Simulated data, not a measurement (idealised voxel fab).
The process module presented herein is designated voxel spacer lines.
Section cut is 160 nm wide and gridded with 5 nm square cells.
For the purposes of this document, a cross-section shall be understood as a grid of square cells, specified as bands listed in top-to-bottom order, each band consisting of one or more rows of cells. Quick guide to a band line: top height, bottom height (nm) up front; then every material left to right with its width in nm. Only one material and it's marked "all across"? Then it fills the band edge to edge. And "blank" just means empty space. Height 0 is the level under which the wafer as received is all one material. The lowest band goes on downwards, as in "top 0, no bottom". The expression "30 to 40" gives the width at the extremes of the band, the first number at its top row of cells and the second at its bottom row, with the width changing by equal amounts from each row to the next in between. Take "no change occurred" at face value: in the step it is given for, the cross-section changed in none of its cells. Empty spaces counting at least 8 cells and having no open way to the top are listed in "Entrapped voids". The notation width x height at distance is used for each, the distance being from the left edge and all three values in nm. That trailing text on a step's line, after the settings, is the simulator's own remark on the step. "overlay nm" denotes, for a step that has a mask, the displacement of the mask to the right of its planned place, with negative values corresponding to the left.

-- Intended process steps
step 1: RECEIVE [material Si]
step 2: CONFORMAL_DEP [material Al2O3] [thk nm 5]
step 3: DIRECTIONAL_DEP [material W] [thk nm 15]
step 4: DIRECTIONAL_DEP [material aC] [thk nm 20]
step 5: PATTERN [tone cover] [mask id MANDREL] [material resist] [width nm 20] [pitch nm 60] [thk nm 25] [overlay nm 0]
step 6: DIRECTIONAL_ETCH [etch materials aC] [depth nm 20]
step 7: STRIP [etch materials resist]
step 8: CONFORMAL_DEP [material SiO2] [thk nm 5]
step 9: DIRECTIONAL_ETCH [etch materials SiO2] [depth nm 10]
step 10: STRIP [etch materials aC]
step 11: DIRECTIONAL_ETCH [etch materials W] [depth nm 15]
step 12: STRIP [etch materials SiO2]
It is noted that the wafers described herein are identical at the outset and are distinguished by the thk nm of step 8; the value stated in the plan corresponds to the first wafer.

-- First of several wafers, received after step 1, in cross-section
	top 0, no bottom  Si all across
	Entrapped voids: none

-- End of module: cross-section of the first of several wafers after step 12, the last step
	top 20, bottom 5  35 of blank, then 5 of W, then 20 of blank, then 5 of W, then 30 of blank, then 5 of W, then 20 of blank, then 5 of W, then 35 of blank
	top 5, bottom 0  Al2O3 all across
	top 0, no bottom  Si all across
	Entrapped voids: none

-- End of module: cross-section, last of several wafers
	top 40, bottom 20  40 of blank, then 20 of aC, then 40 of blank, then 20 of aC, then 40 of blank
	top 20, bottom 5  W all across
	top 5, bottom 0  Al2O3 all across
	top 0, no bottom  Si all across
	Entrapped voids: none

-- What follows is a table in which each wafer occupies a row; for the wafer as it stands at the close of the module, the row states, material by material, how many cells have been gained (+) or lost (-) since receipt, and then gives its closed voids
thk nm 5; +32 Al2O3; +12 W; Entrapped voids: none
thk nm 10; +32 Al2O3; +24 W; Entrapped voids: none
thk nm 15; +32 Al2O3; +96 W; +32 aC; Entrapped voids: none
thk nm 20; +32 Al2O3; +96 W; +32 aC; Entrapped voids: none
thk nm 25; +32 Al2O3; +96 W; +32 aC; Entrapped voids: none
